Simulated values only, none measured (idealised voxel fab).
Process module, titled voxel capacitor over wiring
Cross-sectional view cut (width: 280 nm; square cell size: 5 nm).
Bands, listed from the top down, are how a cross-section gets written in this document; the cross-section itself is a grid of square cells, and a band is one or more rows of them. The entry gives the band's vertical extent as a top height and a bottom height in nm, then its horizontal make-up as materials from left to right, each with a width in nm. "empty" stands for empty space; a single material marked "throughout" fills the band edge to edge. The level at which height equals 0 is the one under which the wafer, as it arrives, is entirely one material. No lower edge exists for the bottom band, which continues downward and is notated as in "z 0 and below". A width such as "30..40" changes by the same amount from each row of cells to the next, from the band's top row to its bottom row. Key: "all unchanged" - step with no changed cell in the cross-section. For the entry "Fully sealed cavities", the listed items are empty spaces with no open way to the top whose size is 8 cells or more; each item follows the pattern width x height at distance, where distance is from the left edge and all three are in nm. If you see something after the settings on a step's line, that's the simulator's own remark about that step. overlay nm: where the mask lay relative to plan, measured to the right, on steps with a mask; negatives go left. Note: before/after cross-section pairs follow, one process step per pair, after-side truncated at the lowest changed band, step and settings given beneath. Different runs of this module on the same starting wafer may supply the pairs; a pair continues the one above only where the "Before-step section" entry says so.

Before-step section:
    z 35 to 30 | TiN throughout
    z 30 to 15 | W throughout
    z 15 to 0 | SiO2 throughout
    z 0 and below | Si throughout
    Fully sealed cavities: none

After the Step:
    z 45 to 35 | aC throughout
    Everything under 35 stays put, no change at all.
    Fully sealed cavities: none
The process step bridging the two cross-sections above: DIRECTIONAL_DEP (material aC; thk nm 10)

Before-step section: The cross-section prior to this step is the one presented after the step of the pair immediately above.

After the Step:
    z 75 to 45 | 95 of empty, 20 of resist, 50 of empty, 20 of resist, 95 of empty
    Everything under 45 stays put, no change at all.
    Fully sealed cavities: none
The process step bridging the two cross-sections above: PATTERN (tone cover; mask id METAL_1; material resist; width nm 20; pitch nm 70; thk nm 30; overlay nm 0)

Before-step section: The cross-section prior to this step is the one presented after the step of the pair immediately above.

After the Step:
    z 65 to 45 | 95 of empty, 20 of resist, 50 of empty, 20 of resist, 95 of empty
    z 45 to 35 | 95 of empty, 20 of aC, 50 of empty, 20 of aC, 95 of empty
    Everything under 35 stays put, no change at all.
    Fully sealed cavities: none
The process step bridging the two cross-sections above: DIRECTIONAL_ETCH (etch materials aC; depth nm 10)

Before-step section: The cross-section prior to this step is the one presented after the step of the pair immediately above.

After the Step:
    z 45 to 35 | 95 of empty, 20 of aC, 50 of empty, 20 of aC, 95 of empty
    Everything under 35 stays put, no change at all.
    Fully sealed cavities: none
The process step bridging the two cross-sections above: STRIP (etch materials resist)

Before-step section: The cross-section prior to this step is the one presented after the step of the pair immediately above.

After the Step:
    z 45 to 35 | 95 of empty, 20 of aC, 50 of empty, 20 of aC, 95 of empty
    z 35 to 30 | 95 of empty, 20 of TiN, 50 of empty, 20 of TiN, 95 of empty
    Everything under 30 stays put, no change at all.
    Fully sealed cavities: none
The process step bridging the two cross-sections above: DIRECTIONAL_ETCH (etch materials TiN; depth nm 5)

Before-step section: The cross-section prior to this step is the one presented after the step of the pair immediately above.

After the Step:
    z 35 to 30 | 95 of empty, 20 of TiN, 50 of empty, 20 of TiN, 95 of empty
    Everything under 30 stays put, no change at all.
    Fully sealed cavities: none
The process step bridging the two cross-sections above: STRIP (etch materials aC)

Before-step section: The cross-section prior to this step is the one presented after the step of the pair immediately above.

After the Step:
    z 40 to 35 | SiO2 throughout
    z 35 to 30 | 95 of SiO2, 20 of TiN, 50 of SiO2, 20 of TiN, 95 of SiO2
    Everything under 30 stays put, no change at all.
    Fully sealed cavities: none
The process step bridging the two cross-sections above: FILL_DEP (material SiO2; thk nm 5)

Before-step section: The cross-section prior to this step is the one presented after the step of the pair immediately above.

After the Step:
    z 35 to 30 | 95 of SiO2, 20 of TiN, 50 of SiO2, 20 of TiN, 95 of SiO2
    Everything under 30 stays put, no change at all.
    Fully sealed cavities: none
The process step bridging the two cross-sections above: CMP (height nm 35)

Before-step section: The cross-section prior to this step is the one presented after the step of the pair immediately above.

After the Step:
    z 40 to 35 | SiCN throughout
    Everything under 35 stays put, no change at all.
    Fully sealed cavities: none
The process step bridging the two cross-sections above: CONFORMAL_DEP (material SiCN; thk nm 5)

Before-step section: The cross-section prior to this step is the one presented after the step of the pair immediately above.

After the Step:
    z 55 to 40 | SiO2 throughout
    Everything under 40 stays put, no change at all.
    Fully sealed cavities: none
The process step bridging the two cross-sections above: DIRECTIONAL_DEP (material SiO2; thk nm 15)

Before-step section: The cross-section prior to this step is the one presented after the step of the pair immediately above.

After the Step:
    z 55 to 40 | 100 of SiO2, 15 of empty, 165 of SiO2
    Everything under 40 stays put, no change at all.
    Fully sealed cavities: none
The process step bridging the two cross-sections above: MASKED_ETCH (tone open; mask id PLUG_1; width nm 15; etch materials SiO2; depth nm 15; overlay nm 0)

Before-step section: The cross-section prior to this step is the one presented after the step of the pair immediately above.

After the Step:
    z 55 to 40 | 100 of SiO2, 15 of empty, 165 of SiO2
    z 40 to 35 | 100 of SiCN, 15 of empty, 165 of SiCN
    Everything under 35 stays put, no change at all.
    Fully sealed cavities: none
The process step bridging the two cross-sections above: MASKED_ETCH (tone open; mask id PLUG_1; width nm 15; etch materials SiCN; depth nm 5; overlay nm 0)

Before-step section: The cross-section prior to this step is the one presented after the step of the pair immediately above.

After the Step:
    z 55 to 45 | 100 of SiO2, 15 of empty, 165 of SiO2
    z 45 to 40 | 100 of SiO2, 15 of Ru, 165 of SiO2
    z 40 to 35 | 100 of SiCN, 15 of Ru, 165 of SiCN
    Everything under 35 stays put, no change at all.
    Fully sealed cavities: none
The process step bridging the two cross-sections above: EPI (material Ru; thk nm 10)

Before-step section: The cross-section prior to this step is the one presented after the step of the pair immediately above.

After the Step:
    z 55 to 40 | 100 of SiO2, 15 of Ru, 165 of SiO2
    Everything under 40 stays put, no change at all.
    Fully sealed cavities: none
The process step bridging the two cross-sections above: EPI (material Ru; thk nm 10)

Before-step section: The cross-section prior to this step is the one presented after the step of the pair immediately above.

After the Step:
    z 65 to 55 | TiN throughout
    Everything under 55 stays put, no change at all.
    Fully sealed cavities: none
The process step bridging the two cross-sections above: DIRECTIONAL_DEP (material TiN; thk nm 10)

Before-step section: The cross-section prior to this step is the one presented after the step of the pair immediately above.

After the Step:
    z 70 to 65 | SiN throughout
    Everything under 65 stays put, no change at all.
    Fully sealed cavities: none
The process step bridging the two cross-sections above: DIRECTIONAL_DEP (material SiN; thk nm 5)

Before-step section: The cross-section prior to this step is the one presented after the step of the pair immediately above.

After the Step:
    z 75 to 70 | TiN throughout
    Everything under 70 stays put, no change at all.
    Fully sealed cavities: none
The process step bridging the two cross-sections above: DIRECTIONAL_DEP (material TiN; thk nm 5)

Before-step section: The cross-section prior to this step is the one presented after the step of the pair immediately above.

After the Step:
    z 95 to 75 | 100 of empty, 55 of resist, 125 of empty
    Everything under 75 stays put, no change at all.
    Fully sealed cavities: none
The process step bridging the two cross-sections above: PATTERN (tone cover; mask id UPPER_PLATE; material resist; width nm 55; thk nm 20; overlay nm 0)

Before-step section: The cross-section prior to this step is the one presented after the step of the pair immediately above.

After the Step:
    z 95 to 75 | 100 of empty, 55 of resist, 125 of empty
    z 75 to 70 | 100 of empty, 55 of TiN, 125 of empty
    Everything under 70 stays put, no change at all.
    Fully sealed cavities: none
The process step bridging the two cross-sections above: DIRECTIONAL_ETCH (etch materials TiN; depth nm 5)

Before-step section: The cross-section prior to this step is the one presented after the step of the pair immediately above.

After the Step:
    z 95 to 75 | 100 of empty, 55 of resist, 125 of empty
    z 75 to 70 | 100 of empty, 55 of TiN, 125 of empty
    z 70 to 65 | 100 of empty, 55 of SiN, 125 of empty
    Everything under 65 stays put, no change at all.
    Fully sealed cavities: none
The process step bridging the two cross-sections above: DIRECTIONAL_ETCH (etch materials SiN; depth nm 5)

Before-step section: The cross-section prior to this step is the one presented after the step of the pair immediately above.

After the Step:
    z 75 to 70 | 100 of empty, 55 of TiN, 125 of empty
    Everything under 70 stays put, no change at all.
    Fully sealed cavities: none
The process step bridging the two cross-sections above: STRIP (etch materials resist)

Before-step section: The cross-section prior to this step is the one presented after the step of the pair immediately above.

After the Step:
    z 85 to 75 | 100 of empty, 55 of aC, 125 of empty
    z 75 to 70 | 100 of aC, 55 of TiN, 125 of aC
    z 70 to 65 | 100 of aC, 55 of SiN, 125 of aC
    Everything under 65 stays put, no change at all.
    Fully sealed cavities: none
The process step bridging the two cross-sections above: DIRECTIONAL_DEP (material aC; thk nm 10)

Before-step section: The cross-section prior to this step is the one presented after the step of the pair immediately above.

After the Step:
    z 110 to 85 | 95 of empty, 65 of resist, 120 of empty
    z 85 to 75 | 95 of empty, 5 of resist, 55 of aC, 5 of resist, 120 of empty
    Everything under 75 stays put, no change at all.
    Fully sealed cavities: none
The process step bridging the two cross-sections above: PATTERN (tone cover; mask id LOWER_PLATE; material resist; width nm 65; thk nm 25; overlay nm 0)

Before-step section: The cross-section prior to this step is the one presented after the step of the pair immediately above.

After the Step:
    z 100 to 85 | 95 of empty, 65 of resist, 120 of empty
    z 85 to 75 | 95 of empty, 5 of resist, 55 of aC, 5 of resist, 120 of empty
    z 75 to 70 | 95 of empty, 5 of aC, 55 of TiN, 5 of aC, 120 of empty
    z 70 to 65 | 95 of empty, 5 of aC, 55 of SiN, 5 of aC, 120 of empty
    Everything under 65 stays put, no change at all.
    Fully sealed cavities: none
The process step bridging the two cross-sections above: DIRECTIONAL_ETCH (etch materials aC; depth nm 10)

Before-step section: The cross-section prior to this step is the one presented after the step of the pair immediately above.

After the Step:
    z 85 to 75 | 100 of empty, 55 of aC, 125 of empty
    Everything under 75 stays put, no change at all.
    Fully sealed cavities: none
The process step bridging the two cross-sections above: STRIP (etch materials resist)

Before-step section: The cross-section prior to this step is the one presented after the step of the pair immediately above.

After the Step:
    z 85 to 75 | 100 of empty, 55 of aC, 125 of empty
    z 75 to 70 | 95 of empty, 5 of aC, 55 of TiN, 5 of aC, 120 of empty
    z 70 to 65 | 95 of empty, 5 of aC, 55 of SiN, 5 of aC, 120 of empty
    z 65 to 55 | 95 of empty, 65 of TiN, 120 of empty
    Everything under 55 stays put, no change at all.
    Fully sealed cavities: none
The process step bridging the two cross-sections above: DIRECTIONAL_ETCH (etch materials TiN; depth nm 10)

Before-step section: The cross-section prior to this step is the one presented after the step of the pair immediately above.

After the Step:
    z 75 to 70 | 100 of empty, 55 of TiN, 125 of empty
    z 70 to 65 | 100 of empty, 55 of SiN, 125 of empty
    Everything under 65 stays put, no change at all.
    Fully sealed cavities: none
The process step bridging the two cross-sections above: STRIP (etch materials aC)

Before-step section: The cross-section prior to this step is the one presented after the step of the pair immediately above.

After the Step:
    z 95 to 75 | SiO2 throughout
    z 75 to 70 | 100 of SiO2, 55 of TiN, 125 of SiO2
    z 70 to 65 | 100 of SiO2, 55 of SiN, 125 of SiO2
    z 65 to 55 | 95 of SiO2, 65 of TiN, 120 of SiO2
    Everything under 55 stays put, no change at all.
    Fully sealed cavities: none
The process step bridging the two cross-sections above: FILL_DEP (material SiO2; thk nm 20)

Before-step section: The cross-section prior to this step is the one presented after the step of the pair immediately above.

After the Step:
    z 90 to 75 | SiO2 throughout
    Everything under 75 stays put, no change at all.
    Fully sealed cavities: none
The process step bridging the two cross-sections above: CMP (height nm 90)

Before-step section: The cross-section prior to this step is the one presented after the step of the pair immediately above.

After the Step:
    z 105 to 90 | 110 of resist, 15 of empty, 155 of resist
    Everything under 90 stays put, no change at all.
    Fully sealed cavities: none
The process step bridging the two cross-sections above: PATTERN (tone open; mask id PLUG_2; material resist; width nm 15; thk nm 15; overlay nm 0)

Before-step section: The cross-section prior to this step is the one presented after the step of the pair immediately above.

After the Step:
    z 105 to 90 | 110 of resist, 15 of empty, 155 of resist
    z 90 to 75 | 110 of SiO2, 15 of empty, 155 of SiO2
    Everything under 75 stays put, no change at all.
    Fully sealed cavities: none
The process step bridging the two cross-sections above: DIRECTIONAL_ETCH (etch materials SiO2; depth nm 15)

Before-step section: The cross-section prior to this step is the one presented after the step of the pair immediately above.

After the Step:
    z 90 to 75 | 110 of SiO2, 15 of empty, 155 of SiO2
    Everything under 75 stays put, no change at all.
    Fully sealed cavities: none
The process step bridging the two cross-sections above: STRIP (etch materials resist)

Before-step section: The cross-section prior to this step is the one presented after the step of the pair immediately above.

After the Step:
    z 95 to 90 | 115 of TiN, 5 of empty, 160 of TiN
    z 90 to 80 | 110 of SiO2, 5 of TiN, 5 of empty, 5 of TiN, 155 of SiO2
    z 80 to 70 | 110..100 of SiO2, 15..55 of TiN, 155..125 of SiO2
    Everything under 70 stays put, no change at all.
    Fully sealed cavities: none
The process step bridging the two cross-sections above: CONFORMAL_DEP (material TiN; thk nm 5)

Before-step section: The cross-section prior to this step is the one presented after the step of the pair immediately above.

After the Step:
    z 105 to 95 | W throughout
    z 95 to 90 | 115 of TiN, 5 of W, 160 of TiN
    z 90 to 80 | 110 of SiO2, 5 of TiN, 5 of W, 5 of TiN, 155 of SiO2
    Everything under 80 stays put, no change at all.
    Fully sealed cavities: none
The process step bridging the two cross-sections above: FILL_DEP (material W; thk nm 10)

Before-step section: The cross-section prior to this step is the one presented after the step of the pair immediately above.

After the Step:
    z 90 to 80 | 110 of SiO2, 5 of TiN, 5 of W, 5 of TiN, 155 of SiO2
    Everything under 80 stays put, no change at all.
    Fully sealed cavities: none
The process step bridging the two cross-sections above: CMP (height nm 90)

Before-step section: The cross-section prior to this step is the one presented after the step of the pair immediately above.

After the Step:
    z 95 to 90 | SiN throughout
    Everything under 90 stays put, no change at all.
    Fully sealed cavities: none
The process step bridging the two cross-sections above: CONFORMAL_DEP (material SiN; thk nm 5)

Before-step section:
    z 105 to 95 | W throughout
    z 95 to 90 | 115 of TiN, 5 of W, 160 of TiN
    z 90 to 80 | 110 of SiO2, 5 of TiN, 5 of W, 5 of TiN, 155 of SiO2
    z 80 to 70 | 110..100 of SiO2, 15..55 of TiN, 155..125 of SiO2
    z 70 to 65 | 100 of SiO2, 55 of SiN, 125 of SiO2
    z 65 to 55 | 95 of SiO2, 65 of TiN, 120 of SiO2
    z 55 to 40 | 100 of SiO2, 15 of Ru, 165 of SiO2
    z 40 to 35 | 100 of SiCN, 15 of Ru, 165 of SiCN
    z 35 to 20 | 95 of SiO2, 20 of W, 50 of SiO2, 20 of W, 95 of SiO2
    z 20 to 15 | 95 of SiO2, 20 of TiN, 50 of SiO2, 20 of TiN, 95 of SiO2
    z 15 to 0 | SiO2 throughout
    z 0 and below | Si throughout
    Fully sealed cavities: none

After the Step:
    z 95 to 90 | 115 of TiN, 5 of W, 160 of TiN
    Everything under 90 stays put, no change at all.
    Fully sealed cavities: none
The process step bridging the two cross-sections above: CMP (height nm 95)

Before-step section: The cross-section prior to this step is the one presented after the step of the pair immediately above.

After the Step:
    z 100 to 95 | SiN throughout
    Everything under 95 stays put, no change at all.
    Fully sealed cavities: none
The process step bridging the two cross-sections above: CONFORMAL_DEP (material SiN; thk nm 5)

Before-step section:
    z 45 to 35 | aC throughout
    z 35 to 20 | W throughout
    z 20 to 15 | TiN throughout
    z 15 to 0 | SiO2 throughout
    z 0 and below | Si throughout
    Fully sealed cavities: none

After the Step:
    z 75 to 45 | 100 of empty, 15 of resist, 55 of empty, 15 of resist, 95 of empty
    Everything under 45 stays put, no change at all.
    Fully sealed cavities: none
The process step bridging the two cross-sections above: PATTERN (tone cover; mask id METAL_1; material resist; width nm 15; pitch nm 70; thk nm 30; overlay nm 0)

Before-step section: The cross-section prior to this step is the one presented after the step of the pair immediately above.

After the Step:
    z 65 to 45 | 100 of empty, 15 of resist, 55 of empty, 15 of resist, 95 of empty
    z 45 to 35 | 100 of empty, 15 of aC, 55 of empty, 15 of aC, 95 of empty
    Everything under 35 stays put, no change at all.
    Fully sealed cavities: none
The process step bridging the two cross-sections above: DIRECTIONAL_ETCH (etch materials aC; depth nm 10)

Before-step section: The cross-section prior to this step is the one presented after the step of the pair immediately above.

After the Step:
    z 45 to 35 | 100 of empty, 15 of aC, 55 of empty, 15 of aC, 95 of empty
    Everything under 35 stays put, no change at all.
    Fully sealed cavities: none
The process step bridging the two cross-sections above: STRIP (etch materials resist)

Before-step section: The cross-section prior to this step is the one presented after the step of the pair immediately above.

After the Step:
    z 45 to 35 | 100 of empty, 15 of aC, 55 of empty, 15 of aC, 95 of empty
    z 35 to 20 | 100 of empty, 15 of W, 55 of empty, 15 of W, 95 of empty
    Everything under 20 stays put, no change at all.
    Fully sealed cavities: none
The process step bridging the two cross-sections above: DIRECTIONAL_ETCH (etch materials W; depth nm 15)

Before-step section: The cross-section prior to this step is the one presented after the step of the pair immediately above.

After the Step:
    z 45 to 35 | 100 of empty, 15 of aC, 55 of empty, 15 of aC, 95 of empty
    z 35 to 20 | 100 of empty, 15 of W, 55 of empty, 15 of W, 95 of empty
    z 20 to 15 | 100 of empty, 15 of TiN, 55 of empty, 15 of TiN, 95 of empty
    Everything under 15 stays put, no change at all.
    Fully sealed cavities: none
The process step bridging the two cross-sections above: DIRECTIONAL_ETCH (etch materials TiN; depth nm 5)

Before-step section: The cross-section prior to this step is the one presented after the step of the pair immediately above.

After the Step:
    z 35 to 20 | 100 of empty, 15 of W, 55 of empty, 15 of W, 95 of empty
    Everything under 20 stays put, no change at all.
    Fully sealed cavities: none
The process step bridging the two cross-sections above: STRIP (etch materials aC)

Before-step section: The cross-section prior to this step is the one presented after the step of the pair immediately above.

After the Step:
    z 40 to 35 | SiO2 throughout
    z 35 to 20 | 100 of SiO2, 15 of W, 55 of SiO2, 15 of W, 95 of SiO2
    z 20 to 15 | 100 of SiO2, 15 of TiN, 55 of SiO2, 15 of TiN, 95 of SiO2
    Everything under 15 stays put, no change at all.
    Fully sealed cavities: none
The process step bridging the two cross-sections above: FILL_DEP (material SiO2; thk nm 5)

Before-step section: The cross-section prior to this step is the one presented after the step of the pair immediately above.

After the Step:
    z 35 to 20 | 100 of SiO2, 15 of W, 55 of SiO2, 15 of W, 95 of SiO2
    Everything under 20 stays put, no change at all.
    Fully sealed cavities: none
The process step bridging the two cross-sections above: CMP (height nm 35)

Before-step section: The cross-section prior to this step is the one presented after the step of the pair immediately above.

After the Step:
    z 40 to 35 | SiCN throughout
    Everything under 35 stays put, no change at all.
    Fully sealed cavities: none
The process step bridging the two cross-sections above: CONFORMAL_DEP (material SiCN; thk nm 5)

Before-step section: The cross-section prior to this step is the one presented after the step of the pair immediately above.

After the Step:
    z 55 to 40 | SiO2 throughout
    Everything under 40 stays put, no change at all.
    Fully sealed cavities: none
The process step bridging the two cross-sections above: DIRECTIONAL_DEP (material SiO2; thk nm 15)

Before-step section: The cross-section prior to this step is the one presented after the step of the pair immediately above.

After the Step:
    z 55 to 40 | 100 of SiO2, 15 of empty, 165 of SiO2
    Everything under 40 stays put, no change at all.
    Fully sealed cavities: none
The process step bridging the two cross-sections above: MASKED_ETCH (tone open; mask id PLUG_1; width nm 15; etch materials SiO2; depth nm 15; overlay nm 0)

Before-step section: The cross-section prior to this step is the one presented after the step of the pair immediately above.

After the Step:
    z 55 to 40 | 100 of SiO2, 15 of empty, 165 of SiO2
    z 40 to 35 | 100 of SiCN, 15 of empty, 165 of SiCN
    Everything under 35 stays put, no change at all.
    Fully sealed cavities: none
The process step bridging the two cross-sections above: MASKED_ETCH (tone open; mask id PLUG_1; width nm 15; etch materials SiCN; depth nm 5; overlay nm 0)

Before-step section: The cross-section prior to this step is the one presented after the step of the pair immediately above.

After the Step:
    z 55 to 45 | 100 of SiO2, 15 of empty, 165 of SiO2
    z 45 to 40 | 100 of SiO2, 15 of Ru, 165 of SiO2
    z 40 to 35 | 100 of SiCN, 15 of Ru, 165 of SiCN
    Everything under 35 stays put, no change at all.
    Fully sealed cavities: none
The process step bridging the two cross-sections above: EPI (material Ru; thk nm 10)

Before-step section: The cross-section prior to this step is the one presented after the step of the pair immediately above.

After the Step:
    z 55 to 40 | 100 of SiO2, 15 of Ru, 165 of SiO2
    Everything under 40 stays put, no change at all.
    Fully sealed cavities: none
The process step bridging the two cross-sections above: EPI (material Ru; thk nm 10)

Before-step section: The cross-section prior to this step is the one presented after the step of the pair immediately above.

After the Step:
    z 65 to 55 | TiN throughout
    Everything under 55 stays put, no change at all.
    Fully sealed cavities: none
The process step bridging the two cross-sections above: DIRECTIONAL_DEP (material TiN; thk nm 10)

Before-step section: The cross-section prior to this step is the one presented after the step of the pair immediately above.

After the Step:
    z 70 to 65 | SiN throughout
    Everything under 65 stays put, no change at all.
    Fully sealed cavities: none
The process step bridging the two cross-sections above: DIRECTIONAL_DEP (material SiN; thk nm 5)

Before-step section: The cross-section prior to this step is the one presented after the step of the pair immediately above.

After the Step:
    z 75 to 70 | TiN throughout
    Everything under 70 stays put, no change at all.
    Fully sealed cavities: none
The process step bridging the two cross-sections above: DIRECTIONAL_DEP (material TiN; thk nm 5)

Before-step section: The cross-section prior to this step is the one presented after the step of the pair immediately above.

After the Step:
    z 95 to 75 | 100 of empty, 55 of resist, 125 of empty
    Everything under 75 stays put, no change at all.
    Fully sealed cavities: none
The process step bridging the two cross-sections above: PATTERN (tone cover; mask id UPPER_PLATE; material resist; width nm 55; thk nm 20; overlay nm 0)

Before-step section: The cross-section prior to this step is the one presented after the step of the pair immediately above.

After the Step:
    z 95 to 75 | 100 of empty, 55 of resist, 125 of empty
    z 75 to 70 | 100 of empty, 55 of TiN, 125 of empty
    Everything under 70 stays put, no change at all.
    Fully sealed cavities: none
The process step bridging the two cross-sections above: DIRECTIONAL_ETCH (etch materials TiN; depth nm 5)

Before-step section: The cross-section prior to this step is the one presented after the step of the pair immediately above.

After the Step:
    z 95 to 75 | 100 of empty, 55 of resist, 125 of empty
    z 75 to 70 | 100 of empty, 55 of TiN, 125 of empty
    z 70 to 65 | 100 of empty, 55 of SiN, 125 of empty
    Everything under 65 stays put, no change at all.
    Fully sealed cavities: none
The process step bridging the two cross-sections above: DIRECTIONAL_ETCH (etch materials SiN; depth nm 5)

Before-step section: The cross-section prior to this step is the one presented after the step of the pair immediately above.

After the Step:
    z 75 to 70 | 100 of empty, 55 of TiN, 125 of empty
    Everything under 70 stays put, no change at all.
    Fully sealed cavities: none
The process step bridging the two cross-sections above: STRIP (etch materials resist)

Before-step section: The cross-section prior to this step is the one presented after the step of the pair immediately above.

After the Step:
    z 85 to 75 | 100 of empty, 55 of aC, 125 of empty
    z 75 to 70 | 100 of aC, 55 of TiN, 125 of aC
    z 70 to 65 | 100 of aC, 55 of SiN, 125 of aC
    Everything under 65 stays put, no change at all.
    Fully sealed cavities: none
The process step bridging the two cross-sections above: DIRECTIONAL_DEP (material aC; thk nm 10)

Before-step section: The cross-section prior to this step is the one presented after the step of the pair immediately above.

After the Step:
    z 110 to 85 | 95 of empty, 65 of resist, 120 of empty
    z 85 to 75 | 95 of empty, 5 of resist, 55 of aC, 5 of resist, 120 of empty
    Everything under 75 stays put, no change at all.
    Fully sealed cavities: none
The process step bridging the two cross-sections above: PATTERN (tone cover; mask id LOWER_PLATE; material resist; width nm 65; thk nm 25; overlay nm 0)

Before-step section: The cross-section prior to this step is the one presented after the step of the pair immediately above.

After the Step:
    z 100 to 85 | 95 of empty, 65 of resist, 120 of empty
    z 85 to 75 | 95 of empty, 5 of resist, 55 of aC, 5 of resist, 120 of empty
    z 75 to 70 | 95 of empty, 5 of aC, 55 of TiN, 5 of aC, 120 of empty
    z 70 to 65 | 95 of empty, 5 of aC, 55 of SiN, 5 of aC, 120 of empty
    Everything under 65 stays put, no change at all.
    Fully sealed cavities: none
The process step bridging the two cross-sections above: DIRECTIONAL_ETCH (etch materials aC; depth nm 10)

Before-step section: The cross-section prior to this step is the one presented after the step of the pair immediately above.

After the Step:
    z 85 to 75 | 100 of empty, 55 of aC, 125 of empty
    Everything under 75 stays put, no change at all.
    Fully sealed cavities: none
The process step bridging the two cross-sections above: STRIP (etch materials resist)

Before-step section: The cross-section prior to this step is the one presented after the step of the pair immediately above.

After the Step:
    z 85 to 75 | 100 of empty, 55 of aC, 125 of empty
    z 75 to 70 | 95 of empty, 5 of aC, 55 of TiN, 5 of aC, 120 of empty
    z 70 to 65 | 95 of empty, 5 of aC, 55 of SiN, 5 of aC, 120 of empty
    z 65 to 55 | 95 of empty, 65 of TiN, 120 of empty
    Everything under 55 stays put, no change at all.
    Fully sealed cavities: none
The process step bridging the two cross-sections above: DIRECTIONAL_ETCH (etch materials TiN; depth nm 10)

Before-step section: The cross-section prior to this step is the one presented after the step of the pair immediately above.

After the Step:
    z 75 to 70 | 100 of empty, 55 of TiN, 125 of empty
    z 70 to 65 | 100 of empty, 55 of SiN, 125 of empty
    Everything under 65 stays put, no change at all.
    Fully sealed cavities: none
The process step bridging the two cross-sections above: STRIP (etch materials aC)

Before-step section: The cross-section prior to this step is the one presented after the step of the pair immediately above.

After the Step:
    z 95 to 75 | SiO2 throughout
    z 75 to 70 | 100 of SiO2, 55 of TiN, 125 of SiO2
    z 70 to 65 | 100 of SiO2, 55 of SiN, 125 of SiO2
    z 65 to 55 | 95 of SiO2, 65 of TiN, 120 of SiO2
    Everything under 55 stays put, no change at all.
    Fully sealed cavities: none
The process step bridging the two cross-sections above: FILL_DEP (material SiO2; thk nm 20)

Before-step section: The cross-section prior to this step is the one presented after the step of the pair immediately above.

After the Step:
    z 90 to 75 | SiO2 throughout
    Everything under 75 stays put, no change at all.
    Fully sealed cavities: none
The process step bridging the two cross-sections above: CMP (height nm 90)

Before-step section: The cross-section prior to this step is the one presented after the step of the pair immediately above.

After the Step:
    z 105 to 90 | 110 of resist, 15 of empty, 155 of resist
    Everything under 90 stays put, no change at all.
    Fully sealed cavities: none
The process step bridging the two cross-sections above: PATTERN (tone open; mask id PLUG_2; material resist; width nm 15; thk nm 15; overlay nm 0)

Before-step section: The cross-section prior to this step is the one presented after the step of the pair immediately above.

After the Step:
    z 105 to 90 | 110 of resist, 15 of empty, 155 of resist
    z 90 to 75 | 110 of SiO2, 15 of empty, 155 of SiO2
    Everything under 75 stays put, no change at all.
    Fully sealed cavities: none
The process step bridging the two cross-sections above: DIRECTIONAL_ETCH (etch materials SiO2; depth nm 15)

Before-step section: The cross-section prior to this step is the one presented after the step of the pair immediately above.

After the Step:
    z 90 to 75 | 110 of SiO2, 15 of empty, 155 of SiO2
    Everything under 75 stays put, no change at all.
    Fully sealed cavities: none
The process step bridging the two cross-sections above: STRIP (etch materials resist)

Before-step section: The cross-section prior to this step is the one presented after the step of the pair immediately above.

After the Step:
    z 95 to 90 | 115 of TiN, 5 of empty, 160 of TiN
    z 90 to 80 | 110 of SiO2, 5 of TiN, 5 of empty, 5 of TiN, 155 of SiO2
    z 80 to 70 | 110..100 of SiO2, 15..55 of TiN, 155..125 of SiO2
    Everything under 70 stays put, no change at all.
    Fully sealed cavities: none
The process step bridging the two cross-sections above: CONFORMAL_DEP (material TiN; thk nm 5)

Before-step section: The cross-section prior to this step is the one presented after the step of the pair immediately above.

After the Step:
    z 105 to 95 | W throughout
    z 95 to 90 | 115 of TiN, 5 of W, 160 of TiN
    z 90 to 80 | 110 of SiO2, 5 of TiN, 5 of W, 5 of TiN, 155 of SiO2
    Everything under 80 stays put, no change at all.
    Fully sealed cavities: none
The process step bridging the two cross-sections above: FILL_DEP (material W; thk nm 10)

Before-step section: The cross-section prior to this step is the one presented after the step of the pair immediately above.

After the Step:
    z 90 to 80 | 110 of SiO2, 5 of TiN, 5 of W, 5 of TiN, 155 of SiO2
    Everything under 80 stays put, no change at all.
    Fully sealed cavities: none
The process step bridging the two cross-sections above: CMP (height nm 90)

Before-step section: The cross-section prior to this step is the one presented after the step of the pair immediately above.

After the Step:
    z 95 to 90 | SiN throughout
    Everything under 90 stays put, no change at all.
    Fully sealed cavities: none
The process step bridging the two cross-sections above: CONFORMAL_DEP (material SiN; thk nm 5)

Before-step section:
    z 85 to 75 | 100 of empty, 55 of aC, 125 of empty
    z 75 to 70 | 100 of aC, 55 of TiN, 125 of aC
    z 70 to 65 | 100 of aC, 55 of SiN, 125 of aC
    z 65 to 55 | TiN throughout
    z 55 to 40 | 100 of SiO2, 15 of Ru, 165 of SiO2
    z 40 to 35 | 100 of SiCN, 15 of Ru, 165 of SiCN
    z 35 to 20 | 95 of SiO2, 20 of W, 50 of SiO2, 20 of W, 95 of SiO2
    z 20 to 15 | 95 of SiO2, 20 of TiN, 50 of SiO2, 20 of TiN, 95 of SiO2
    z 15 to 0 | SiO2 throughout
    z 0 and below | Si throughout
    Fully sealed cavities: none

After the Step:
    z 110 to 85 | 105 of empty, 65 of resist, 110 of empty
    z 85 to 75 | 100 of empty, 55 of aC, 15 of resist, 110 of empty
    Everything under 75 stays put, no change at all.
    Fully sealed cavities: none
The process step bridging the two cross-sections above: PATTERN (tone cover; mask id LOWER_PLATE; material resist; width nm 65; thk nm 25; overlay nm 10)

Before-step section: The cross-section prior to this step is the one presented after the step of the pair immediately above.

After the Step:
    z 100 to 85 | 105 of empty, 65 of resist, 110 of empty
    z 85 to 75 | 105 of empty, 50 of aC, 15 of resist, 110 of empty
    z 75 to 70 | 100 of empty, 55 of TiN, 15 of aC, 110 of empty
    z 70 to 65 | 100 of empty, 55 of SiN, 15 of aC, 110 of empty
    Everything under 65 stays put, no change at all.
    Fully sealed cavities: none
The process step bridging the two cross-sections above: DIRECTIONAL_ETCH (etch materials aC; depth nm 10)

Before-step section: The cross-section prior to this step is the one presented after the step of the pair immediately above.

After the Step:
    z 85 to 75 | 105 of empty, 50 of aC, 125 of empty
    Everything under 75 stays put, no change at all.
    Fully sealed cavities: none
The process step bridging the two cross-sections above: STRIP (etch materials resist)

Before-step section: The cross-section prior to this step is the one presented after the step of the pair immediately above.

After the Step:
    z 85 to 75 | 105 of empty, 50 of aC, 125 of empty
    z 75 to 70 | 105 of empty, 50 of TiN, 15 of aC, 110 of empty
    z 70 to 65 | 100 of empty, 55 of SiN, 15 of aC, 110 of empty
    z 65 to 55 | 100 of empty, 70 of TiN, 110 of empty
    Everything under 55 stays put, no change at all.
    Fully sealed cavities: none
The process step bridging the two cross-sections above: DIRECTIONAL_ETCH (etch materials TiN; depth nm 10)
